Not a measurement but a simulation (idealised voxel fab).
Module name: voxel quadruple lines (process module)
This is section cut - it's 290 nm across, gridded in 5 nm square cells.
Cross-section, as written here: a square-cell grid given band by band from the top down, where a band holds one or more rows of cells. First you get the band's top height and its bottom height, in nm, and then the materials it's made of, left to right, with each width in nm. If you see a single material with "everywhere", that one covers the band edge to edge. "empty" is empty space. A quick word on heights: they are counted from 0, and under that level the wafer as it came to us is one material throughout. The lowest band is different from the rest in having no bottom; it simply continues downward, written as in "0 nm and below". Width spec "30 to 40" -> top row of cells at first value, bottom row at second value, equal per-row change in between. "no alterations made" means the step left every cell of the cross-section as it was. "Entrapped voids": empty spaces of 8 cells or more with no open way to the top, each given as width x height at distance, distance from the left edge, all in nm. That trailing text on a step's line, after the settings, is the simulator's own remark on the step. When a step includes a mask, the "overlay nm" setting on its line states how far to the right of its planned place that mask lay, and negative values state how far to the left.

List of planned process steps
1: RECEIVE [material Si]
2: CONFORMAL_DEP [material SiO2] [thk nm 10]
3: DIRECTIONAL_DEP [material Ru] [thk nm 10]
4: DIRECTIONAL_DEP [material polySi] [thk nm 15]
5: DIRECTIONAL_DEP [material aC] [thk nm 20]
6: PATTERN [tone cover] [mask id MANDREL] [material resist] [width nm 20] [thk nm 25] [overlay nm 0]
7: DIRECTIONAL_ETCH [etch materials aC] [depth nm 20]
8: STRIP [etch materials resist]
9: CONFORMAL_DEP [material SiO2] [thk nm 10]
10: DIRECTIONAL_ETCH [etch materials SiO2] [depth nm 10]
11: STRIP [etch materials aC]
12: DIRECTIONAL_ETCH [etch materials polySi] [depth nm 15]
13: STRIP [etch materials SiO2]
14: CONFORMAL_DEP [material SiCN] [thk nm 5]
15: DIRECTIONAL_ETCH [etch materials SiCN] [depth nm 5]
16: STRIP [etch materials polySi]
17: DIRECTIONAL_ETCH [etch materials Ru] [depth nm 10]
18: STRIP [etch materials SiCN]
19: FILL_DEP [material SiO2] [thk nm 10]
20: CMP [height nm 20]

First wafer, as planned

The cross-section here shows the wafer as received, i.e. in its state after step 1
* 0 nm and below  Si everywhere
* Entrapped voids: none

Sectional view: wafer, after step 2
* 10 nm to 0 nm  SiO2 everywhere
* Rest of section, below 0: as before.

Sectional view: wafer, after step 3
* 20 nm to 10 nm  Ru everywhere
* Rest of section, below 10: as before.

Sectional view: wafer, after step 4
* 35 nm to 20 nm  polySi everywhere
* Rest of section, below 20: as before.

Sectional view: wafer, after step 5
* 55 nm to 35 nm  aC everywhere
* Rest of section, below 35: as before.

Sectional view: wafer, after step 6
* 80 nm to 55 nm  135 nm empty, then 20 nm resist, then 135 nm empty
* Rest of section, below 55: as before.

Sectional view: wafer, after step 7
* 60 nm to 55 nm  135 nm empty, then 20 nm resist, then 135 nm empty
* 55 nm to 35 nm  135 nm empty, then 20 nm aC, then 135 nm empty
* Rest of section, below 35: as before.

Sectional view: wafer, after step 8
* 55 nm to 35 nm  135 nm empty, then 20 nm aC, then 135 nm empty
* Rest of section, below 35: as before.

Sectional view: wafer, after step 9
* 65 nm to 55 nm  125 nm empty, then 40 nm SiO2, then 125 nm empty
* 55 nm to 45 nm  125 nm empty, then 10 nm SiO2, then 20 nm aC, then 10 nm SiO2, then 125 nm empty
* 45 nm to 35 nm  135 nm SiO2, then 20 nm aC, then 135 nm SiO2
* Rest of section, below 35: as before.

Sectional view: wafer, after step 10
* 55 nm to 35 nm  125 nm empty, then 10 nm SiO2, then 20 nm aC, then 10 nm SiO2, then 125 nm empty
* Rest of section, below 35: as before.

Sectional view: wafer, after step 11
* 55 nm to 35 nm  125 nm empty, then 10 nm SiO2, then 20 nm empty, then 10 nm SiO2, then 125 nm empty
* Rest of section, below 35: as before.

Sectional view: wafer, after step 12
* 55 nm to 35 nm  125 nm empty, then 10 nm SiO2, then 20 nm empty, then 10 nm SiO2, then 125 nm empty
* 35 nm to 20 nm  125 nm empty, then 10 nm polySi, then 20 nm empty, then 10 nm polySi, then 125 nm empty
* Rest of section, below 20: as before.

Sectional view: wafer, after step 13
* 35 nm to 20 nm  125 nm empty, then 10 nm polySi, then 20 nm empty, then 10 nm polySi, then 125 nm empty
* Rest of section, below 20: as before.

Sectional view: wafer, after step 14
* 40 nm to 35 nm  120 nm empty, then 20 nm SiCN, then 10 nm empty, then 20 nm SiCN, then 120 nm empty
* 35 nm to 25 nm  120 nm empty, then 5 nm SiCN, then 10 nm polySi, then 5 nm SiCN, then 10 nm empty, then 5 nm SiCN, then 10 nm polySi, then 5 nm SiCN, then 120 nm empty
* 25 nm to 20 nm  125 nm SiCN, then 10 nm polySi, then 20 nm SiCN, then 10 nm polySi, then 125 nm SiCN
* Rest of section, below 20: as before.

Sectional view: wafer, after step 15
* 35 nm to 20 nm  120 nm empty, then 5 nm SiCN, then 10 nm polySi, then 5 nm SiCN, then 10 nm empty, then 5 nm SiCN, then 10 nm polySi, then 5 nm SiCN, then 120 nm empty
* Rest of section, below 20: as before.

Sectional view: wafer, after step 16
* 35 nm to 20 nm  120 nm empty, then 5 nm SiCN, then 10 nm empty, then 5 nm SiCN, then 10 nm empty, then 5 nm SiCN, then 10 nm empty, then 5 nm SiCN, then 120 nm empty
* Rest of section, below 20: as before.

Sectional view: wafer, after step 17
* 35 nm to 20 nm  120 nm empty, then 5 nm SiCN, then 10 nm empty, then 5 nm SiCN, then 10 nm empty, then 5 nm SiCN, then 10 nm empty, then 5 nm SiCN, then 120 nm empty
* 20 nm to 10 nm  120 nm empty, then 5 nm Ru, then 10 nm empty, then 5 nm Ru, then 10 nm empty, then 5 nm Ru, then 10 nm empty, then 5 nm Ru, then 120 nm empty
* Rest of section, below 10: as before.

Sectional view: wafer, after step 18
* 20 nm to 10 nm  120 nm empty, then 5 nm Ru, then 10 nm empty, then 5 nm Ru, then 10 nm empty, then 5 nm Ru, then 10 nm empty, then 5 nm Ru, then 120 nm empty
* Rest of section, below 10: as before.

Sectional view: wafer, after step 19
* 30 nm to 20 nm  SiO2 everywhere
* 20 nm to 10 nm  120 nm SiO2, then 5 nm Ru, then 10 nm SiO2, then 5 nm Ru, then 10 nm SiO2, then 5 nm Ru, then 10 nm SiO2, then 5 nm Ru, then 120 nm SiO2
* Rest of section, below 10: as before.

Sectional view: wafer, after step 20
* 20 nm to 10 nm  120 nm SiO2, then 5 nm Ru, then 10 nm SiO2, then 5 nm Ru, then 10 nm SiO2, then 5 nm Ru, then 10 nm SiO2, then 5 nm Ru, then 120 nm SiO2
* Rest of section, below 10: as before.

Second wafer. Start and plan as for the first. One mistake made in running. Agrees with the first up to and including step 5

Cross-sectional representation of the second wafer at the time designated in the plan for the completion of step 6
* 80 nm to 55 nm  135 nm empty, then 25 nm resist, then 130 nm empty
* Rest of section, below 55: as before.

Cross-sectional representation of the second wafer at the time designated in the plan for the completion of step 7
* 60 nm to 55 nm  135 nm empty, then 25 nm resist, then 130 nm empty
* 55 nm to 35 nm  135 nm empty, then 25 nm aC, then 130 nm empty
* Rest of section, below 35: as before.

Cross-sectional representation of the second wafer at the time designated in the plan for the completion of step 8
* 55 nm to 35 nm  135 nm empty, then 25 nm aC, then 130 nm empty
* Rest of section, below 35: as before.

Cross-sectional representation of the second wafer at the time designated in the plan for the completion of step 9
* 65 nm to 55 nm  125 nm empty, then 45 nm SiO2, then 120 nm empty
* 55 nm to 45 nm  125 nm empty, then 10 nm SiO2, then 25 nm aC, then 10 nm SiO2, then 120 nm empty
* 45 nm to 35 nm  135 nm SiO2, then 25 nm aC, then 130 nm SiO2
* Rest of section, below 35: as before.

Cross-sectional representation of the second wafer at the time designated in the plan for the completion of step 10
* 55 nm to 35 nm  125 nm empty, then 10 nm SiO2, then 25 nm aC, then 10 nm SiO2, then 120 nm empty
* Rest of section, below 35: as before.

Cross-sectional representation of the second wafer at the time designated in the plan for the completion of step 11
* 55 nm to 35 nm  125 nm empty, then 10 nm SiO2, then 25 nm empty, then 10 nm SiO2, then 120 nm empty
* Rest of section, below 35: as before.

Cross-sectional representation of the second wafer at the time designated in the plan for the completion of step 12
* 55 nm to 35 nm  125 nm empty, then 10 nm SiO2, then 25 nm empty, then 10 nm SiO2, then 120 nm empty
* 35 nm to 20 nm  125 nm empty, then 10 nm polySi, then 25 nm empty, then 10 nm polySi, then 120 nm empty
* Rest of section, below 20: as before.

Cross-sectional representation of the second wafer at the time designated in the plan for the completion of step 13
* 35 nm to 20 nm  125 nm empty, then 10 nm polySi, then 25 nm empty, then 10 nm polySi, then 120 nm empty
* Rest of section, below 20: as before.

Cross-sectional representation of the second wafer at the time designated in the plan for the completion of step 14
* 40 nm to 35 nm  120 nm empty, then 20 nm SiCN, then 15 nm empty, then 20 nm SiCN, then 115 nm empty
* 35 nm to 25 nm  120 nm empty, then 5 nm SiCN, then 10 nm polySi, then 5 nm SiCN, then 15 nm empty, then 5 nm SiCN, then 10 nm polySi, then 5 nm SiCN, then 115 nm empty
* 25 nm to 20 nm  125 nm SiCN, then 10 nm polySi, then 25 nm SiCN, then 10 nm polySi, then 120 nm SiCN
* Rest of section, below 20: as before.

Cross-sectional representation of the second wafer at the time designated in the plan for the completion of step 15
* 35 nm to 20 nm  120 nm empty, then 5 nm SiCN, then 10 nm polySi, then 5 nm SiCN, then 15 nm empty, then 5 nm SiCN, then 10 nm polySi, then 5 nm SiCN, then 115 nm empty
* Rest of section, below 20: as before.

Cross-sectional representation of the second wafer at the time designated in the plan for the completion of step 16
* 35 nm to 20 nm  120 nm empty, then 5 nm SiCN, then 10 nm empty, then 5 nm SiCN, then 15 nm empty, then 5 nm SiCN, then 10 nm empty, then 5 nm SiCN, then 115 nm empty
* Rest of section, below 20: as before.

Cross-sectional representation of the second wafer at the time designated in the plan for the completion of step 17
* 35 nm to 20 nm  120 nm empty, then 5 nm SiCN, then 10 nm empty, then 5 nm SiCN, then 15 nm empty, then 5 nm SiCN, then 10 nm empty, then 5 nm SiCN, then 115 nm empty
* 20 nm to 10 nm  120 nm empty, then 5 nm Ru, then 10 nm empty, then 5 nm Ru, then 15 nm empty, then 5 nm Ru, then 10 nm empty, then 5 nm Ru, then 115 nm empty
* Rest of section, below 10: as before.

Cross-sectional representation of the second wafer at the time designated in the plan for the completion of step 18
* 20 nm to 10 nm  120 nm empty, then 5 nm Ru, then 10 nm empty, then 5 nm Ru, then 15 nm empty, then 5 nm Ru, then 10 nm empty, then 5 nm Ru, then 115 nm empty
* Rest of section, below 10: as before.

Cross-sectional representation of the second wafer at the time designated in the plan for the completion of step 19
* 30 nm to 20 nm  SiO2 everywhere
* 20 nm to 10 nm  120 nm SiO2, then 5 nm Ru, then 10 nm SiO2, then 5 nm Ru, then 15 nm SiO2, then 5 nm Ru, then 10 nm SiO2, then 5 nm Ru, then 115 nm SiO2
* Rest of section, below 10: as before.

Cross-sectional representation of the second wafer at the time designated in the plan for the completion of step 20
* 20 nm to 10 nm  120 nm SiO2, then 5 nm Ru, then 10 nm SiO2, then 5 nm Ru, then 15 nm SiO2, then 5 nm Ru, then 10 nm SiO2, then 5 nm Ru, then 115 nm SiO2
* Rest of section, below 10: as before.
Error vs. plan: note that step 6 departed from the planned setting and was carried out as PATTERN [tone cover] [mask id MANDREL] [material resist] [width nm 25] [thk nm 25] [overlay nm 0]
Tallied in cells, the final second wafer holds each material in the same quantity as the first, although not at the same places.
